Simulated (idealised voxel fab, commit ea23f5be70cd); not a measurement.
This is a process module. Its name is voxel released beams.
The cross-section on display is named cut; it measures 195 nm wide, and its cells are 5 nm squares.
Just so we're on the same page, the cross-sections are grids of square cells, and they're listed out in bands top to bottom, each band one or more rows deep. Top, bottom (nm), then materials left to right with widths (nm); lone material tagged "full width" fills the whole band edge to edge; "empty" = empty space. Heads up on the height convention: 0 is the point under which the incoming wafer is all one material, and the lowest band has no bottom, it just keeps going down, like "0 nm and below". Read "30..40" as a graded width: first number on top, second number at the bottom, same change between each pair of neighbouring rows. It should be understood that the words "nothing got changed", when stated for a given step, signify that the cross-section underwent no change in any of its cells during that step. Heads up: "Listed closed voids" only lists the empty pockets with no open path to the top that are 8 cells or more, and it writes them as width x height at distance, distance from the left edge, in nm. Step line, after settings: the simulator's comment on this step. "overlay nm" denotes, for a step that has a mask, the displacement of the mask to the right of its planned place, with negative values corresponding to the left.

Plan:
step 1: RECEIVE with material Si
step 2: CONFORMAL_DEP with material SiN, thk nm 5
step 3: DIRECTIONAL_DEP with material SiO2, thk nm 15
step 4: DIRECTIONAL_DEP with material aC, thk nm 10
step 5: PATTERN with tone open, mask id ANCHOR, material resist, width nm 35, thk nm 30, overlay nm 0
step 6: DIRECTIONAL_ETCH with etch materials aC, depth nm 10
step 7: STRIP with etch materials resist
step 8: DIRECTIONAL_ETCH with etch materials SiO2, depth nm 15
step 9: STRIP with etch materials aC
step 10: CONFORMAL_DEP with material polySi, thk nm 15
step 11: MASKED_ETCH with tone cover, mask id BEAM, width nm 120, etch materials polySi, depth nm 5, overlay nm 0
step 12: STRIP with etch materials SiO2
varied across the wafers: depth nm of step 11. The plan shows the first wafer's value. All wafers start alike

Here's the first of the wafers in cross-section, just as we got it, i.e. after step 1:
* 0 nm and below: Si full width
* Listed closed voids: none

Tabulated below, wafer by wafer, are the end-of-module results: for each material, the number of cells gained (+) or lost (-) relative to the as-received state, followed by the closed voids:
depth nm 5 | +39 SiN | +96 SiO2 | +120 polySi | Listed closed voids: none
depth nm 10 | +39 SiN | +96 SiO2 | +105 polySi | Listed closed voids: none
depth nm 15 | +39 SiN | +90 polySi | Listed closed voids: none
depth nm 20 | +39 SiN | +90 polySi | Listed closed voids: none
depth nm 25 | +39 SiN | +90 polySi | Listed closed voids: none
depth nm 30 | +39 SiN | +90 polySi | Listed closed voids: none
